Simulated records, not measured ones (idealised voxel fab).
process module | voxel self aligned vias
cross-section cut | 245 nm wide | cells 5 nm
A cross-section is a grid of square cells, given in bands from the top down. A band is one or more rows of cells.
Each band's line starts with the height of the band's top and of its bottom, in nm. Then come its materials from left to right, each with its width in nm. One material with "throughout" fills the band from edge to edge. "air" is empty space.
Height 0 is the level under which the wafer as received is all one material. The lowest band goes on downwards, as in "0 down".
A width such as "30 to 40" changes by the same amount from each row of cells to the next, from the band's top row to its bottom row.
"no change" after a step means that no cell of the cross-section changed.
closed voids: empty space of 8 cells or more with no open way to the top, each as width x height at its distance from the left edge, in nm
after a step's settings: what the simulator itself notes on the step
overlay nm, on a step with a mask: how far to the right of its planned place the mask lay; to the left if negative
plan
1 op RECEIVE | material Si
2 op CONFORMAL_DEP | material SiO2 | thk nm 15
3 op CONFORMAL_DEP | material SiCN | thk nm 5
4 op DIRECTIONAL_DEP | material lowk | thk nm 25
5 op DIRECTIONAL_DEP | material aC | thk nm 15
6 op PATTERN | tone open | mask id LINES | material resist | width nm 20 | pitch nm 70 | thk nm 30 | overlay nm 0
7 op DIRECTIONAL_ETCH | etch materials aC | depth nm 15
8 op STRIP | etch materials resist
9 op DIRECTIONAL_ETCH | etch materials lowk | depth nm 25
10 op STRIP | etch materials aC
11 op CONFORMAL_DEP | material TiN | thk nm 5
12 op FILL_DEP | material W | thk nm 10
13 op CMP | height nm 45
14 op SELECTIVE_ETCH | etch materials W Ru TiN | depth nm 10
15 op FILL_DEP | material SiN | thk nm 5
16 op CMP | height nm 45
17 op DIRECTIONAL_DEP | material lowk | thk nm 20
18 op DIRECTIONAL_DEP | material aC | thk nm 15
19 op PATTERN | tone open | mask id VIAS | material resist | width nm 40 | pitch nm 70 | thk nm 35 | overlay nm 0
20 op DIRECTIONAL_ETCH | etch materials aC | depth nm 15
21 op STRIP | etch materials resist
22 op DIRECTIONAL_ETCH | etch materials lowk | depth nm 20
23 op DIRECTIONAL_ETCH | etch materials SiN | depth nm 10
24 op STRIP | etch materials aC
25 op CONFORMAL_DEP | material TiN | thk nm 5
26 op FILL_DEP | material Cu | thk nm 5
27 op CMP | height nm 65
28 op CONFORMAL_DEP | material SiCN | thk nm 5
as received, after step 1
  0 down: Si throughout
  closed voids: none
a wafer at the end: this start, this plan, one mistake
  70 to 65: SiCN throughout
  65 to 60: lowk 30 | TiN 15 | Cu 10 | TiN 15 | lowk 30 | TiN 15 | Cu 10 | TiN 15 | lowk 30 | TiN 15 | Cu 10 | TiN 15 | lowk 35
  60 to 45: lowk 30 | TiN 40 | lowk 30 | TiN 40 | lowk 30 | TiN 40 | lowk 35
  45 to 35: lowk 40 | TiN 20 | lowk 50 | TiN 20 | lowk 50 | TiN 20 | lowk 45
  35 to 25: lowk 40 | TiN 5 | W 10 | TiN 5 | lowk 50 | TiN 5 | W 10 | TiN 5 | lowk 50 | TiN 5 | W 10 | TiN 5 | lowk 45
  25 to 20: lowk 40 | TiN 20 | lowk 50 | TiN 20 | lowk 50 | TiN 20 | lowk 45
  20 to 15: SiCN throughout
  15 to 0: SiO2 throughout
  0 down: Si throughout
  closed voids: none
what went wrong: step 25 ran as: op CONFORMAL_DEP | material TiN | thk nm 15
